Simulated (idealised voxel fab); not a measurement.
Name of the process module below: voxel transistor to metal
Cross-section cut: width 290 nm, square cells of 5 nm.
A cross-section in this document is a grid of square cells, and it is written down as bands, the top band listed before the ones below it; a band is made up of one or more rows of cells. It is stipulated that each band's entry specify, in nanometres, the height of the top of the band and then that of its bottom, followed by the materials of the band in left-to-right sequence, each together with its width in nanometres. A single material marked by the word "throughout" is understood to fill the band from edge to edge; the word "blank" is understood to denote empty space. Height is counted from the level 0, under which the received wafer is composed throughout of one material. The lowest of the bands is not closed at the bottom but continues downward, in the notation "0 -> down". Graded width ("30 to 40"): value in top row of band = first number; value in bottom row = second number; row-to-row change constant. Step marked "no modification"? Then no cell in the cross-section changed in it. The list in "Closed void catalog" covers empty spaces of 8 cells or more that cannot reach the top through any open way, and it gives each as width x height at distance; the distance is from the left edge, and width, height and distance are in nm. after a step's settings: what the simulator itself notes on the step. Each step line may optionally specify "overlay nm", which for a step with a mask gives the rightward distance between the mask's planned place and where it lay, a negative value indicating the leftward direction.
### Planned step list for the process
1,RECEIVE with material Si
2,OXIDIZE with depth nm 5
3,CONFORMAL_DEP with material SiN, thk nm 10
4,DIRECTIONAL_DEP with material aC, thk nm 10
5,PATTERN with tone cover, mask id ACTIVE, material resist, width nm 100, pitch nm 125, thk nm 30, overlay nm 0
6,DIRECTIONAL_ETCH with etch materials aC, depth nm 10
7,STRIP with etch materials resist
8,DIRECTIONAL_ETCH with etch materials SiN, depth nm 10
9,DIRECTIONAL_ETCH with etch materials SiO2, depth nm 5
10,DIRECTIONAL_ETCH with etch materials Si, depth nm 20
11,STRIP with etch materials aC
12,OXIDIZE with depth nm 5
13,FILL_DEP with material SiO2, thk nm 5
14,CMP with height nm 10
15,SELECTIVE_ETCH with etch materials SiO2, depth nm 5
16,STRIP with etch materials SiN
17,SELECTIVE_ETCH with etch materials SiO2, depth nm 5
18,OXIDIZE with depth nm 5
19,DIRECTIONAL_DEP with material polySi, thk nm 30
20,DIRECTIONAL_DEP with material SiCN, thk nm 10
21,MASKED_ETCH with tone cover, mask id GATE, width nm 30, pitch nm 125, etch materials SiCN, depth nm 20, overlay nm 0
22,MASKED_ETCH with tone cover, mask id GATE, width nm 30, pitch nm 125, etch materials polySi, depth nm 40, overlay nm 0
23,CONFORMAL_DEP with material SiN, thk nm 5
24,DIRECTIONAL_ETCH with etch materials SiN, depth nm 5
25,DIRECTIONAL_ETCH with etch materials SiO2, depth nm 5
26,DIRECTIONAL_ETCH with etch materials Si, depth nm 10
27,EPI with material SiGe, thk nm 10
28,FILL_DEP with material SiO2, thk nm 5
29,CMP with height nm 25
30,STRIP with etch materials polySi
31,SELECTIVE_ETCH with etch materials SiO2, depth nm 5
32,CONFORMAL_DEP with material HfO2, thk nm 5
33,CONFORMAL_DEP with material TiN, thk nm 5
34,FILL_DEP with material W, thk nm 5
35,CMP with height nm 20
36,DIRECTIONAL_DEP with material SiO2, thk nm 10
37,DIRECTIONAL_DEP with material aC, thk nm 15
38,PATTERN with tone open, mask id CONTACT, material resist, width nm 15, thk nm 30, overlay nm 0
39,DIRECTIONAL_ETCH with etch materials aC, depth nm 15
40,STRIP with etch materials resist
41,DIRECTIONAL_ETCH with etch materials SiO2, depth nm 40
42,STRIP with etch materials aC
43,CONFORMAL_DEP with material TiN, thk nm 5
44,FILL_DEP with material Ru, thk nm 5
45,CMP with height nm 30
46,CONFORMAL_DEP with material SiN, thk nm 5
47,DIRECTIONAL_DEP with material lowk, thk nm 25
48,PATTERN with tone open, mask id METAL_1, material resist, width nm 15, thk nm 20, overlay nm 0
49,DIRECTIONAL_ETCH with etch materials lowk, depth nm 25
50,DIRECTIONAL_ETCH with etch materials SiN, depth nm 5
51,STRIP with etch materials resist
52,CONFORMAL_DEP with material TiN, thk nm 5
53,FILL_DEP with material Cu, thk nm 5
54,CMP with height nm 60
55,CONFORMAL_DEP with material SiN, thk nm 5
### Step 1 complete: cross-section of the wafer as received
* 0 -> down = Si throughout
* Closed void catalog: none
### Figure: cross-sectional view of the wafer upon completion of the module, processed from the initial state and according to the plan depicted above, with one error introduced during execution
* 65 -> 60 = SiN throughout
* 60 -> 35 = 35 of lowk | 5 of TiN | 5 of Cu | 5 of TiN | 60 of lowk | 5 of TiN | 5 of Cu | 5 of TiN | 35 of lowk | 5 of TiN | 5 of Cu | 5 of TiN | 60 of lowk | 5 of TiN | 5 of Cu | 5 of TiN | 40 of lowk
* 35 -> 30 = 35 of SiN | 15 of TiN | 60 of SiN | 15 of TiN | 35 of SiN | 15 of TiN | 60 of SiN | 15 of TiN | 40 of SiN
* 30 -> 20 = 35 of SiO2 | 5 of TiN | 5 of Ru | 5 of TiN | 60 of SiO2 | 5 of TiN | 5 of Ru | 5 of TiN | 35 of SiO2 | 5 of TiN | 5 of Ru | 5 of TiN | 60 of SiO2 | 5 of TiN | 5 of Ru | 5 of TiN | 40 of SiO2
* 20 -> 5 = 35 of SiO2 | 5 of TiN | 5 of Ru | 5 of TiN | 10 of SiO2 | 5 of SiN | 5 of HfO2 | 5 of TiN | 10 of W | 5 of TiN | 5 of HfO2 | 5 of SiN | 10 of SiO2 | 5 of TiN | 5 of Ru | 5 of TiN | 35 of SiO2 | 5 of TiN | 5 of Ru | 5 of TiN | 10 of SiO2 | 5 of SiN | 5 of HfO2 | 5 of TiN | 10 of W | 5 of TiN | 5 of HfO2 | 5 of SiN | 10 of SiO2 | 5 of TiN | 5 of Ru | 5 of TiN | 40 of SiO2
* 5 -> 0 = 35 of SiO2 | 5 of TiN | 5 of Ru | 5 of TiN | 10 of SiO2 | 5 of SiN | 5 of HfO2 | 20 of TiN | 5 of HfO2 | 5 of SiN | 10 of SiO2 | 5 of TiN | 5 of Ru | 5 of TiN | 35 of SiO2 | 5 of TiN | 5 of Ru | 5 of TiN | 10 of SiO2 | 5 of SiN | 5 of HfO2 | 20 of TiN | 5 of HfO2 | 5 of SiN | 10 of SiO2 | 5 of TiN | 5 of Ru | 5 of TiN | 40 of SiO2
* 0 -> -5 = 30 of SiO2 | 5 of SiN | 5 of TiN | 5 of Ru | 5 of TiN | 10 of SiO2 | 40 of HfO2 | 10 of SiO2 | 5 of TiN | 5 of Ru | 5 of TiN | 5 of SiN | 25 of SiO2 | 5 of SiN | 5 of TiN | 5 of Ru | 5 of TiN | 10 of SiO2 | 40 of HfO2 | 10 of SiO2 | 5 of TiN | 5 of Ru | 5 of TiN | 5 of SiN | 35 of SiO2
* -5 -> -10 = 35 of SiO2 | 15 of TiN | 60 of SiO2 | 15 of TiN | 35 of SiO2 | 15 of TiN | 60 of SiO2 | 15 of TiN | 40 of SiO2
* -10 -> -20 = 25 of SiGe | 110 of SiO2 | 15 of SiGe | 110 of SiO2 | 30 of SiGe
* -20 -> -30 = 25 of Si | 110 of SiO2 | 15 of Si | 110 of SiO2 | 30 of Si
* -30 -> down = Si throughout
* Closed void catalog: none
Want to know what went wrong? step 5 off recipe, ran as PATTERN with tone open, mask id ACTIVE, material resist, width nm 100, pitch nm 125, thk nm 30, overlay nm 0
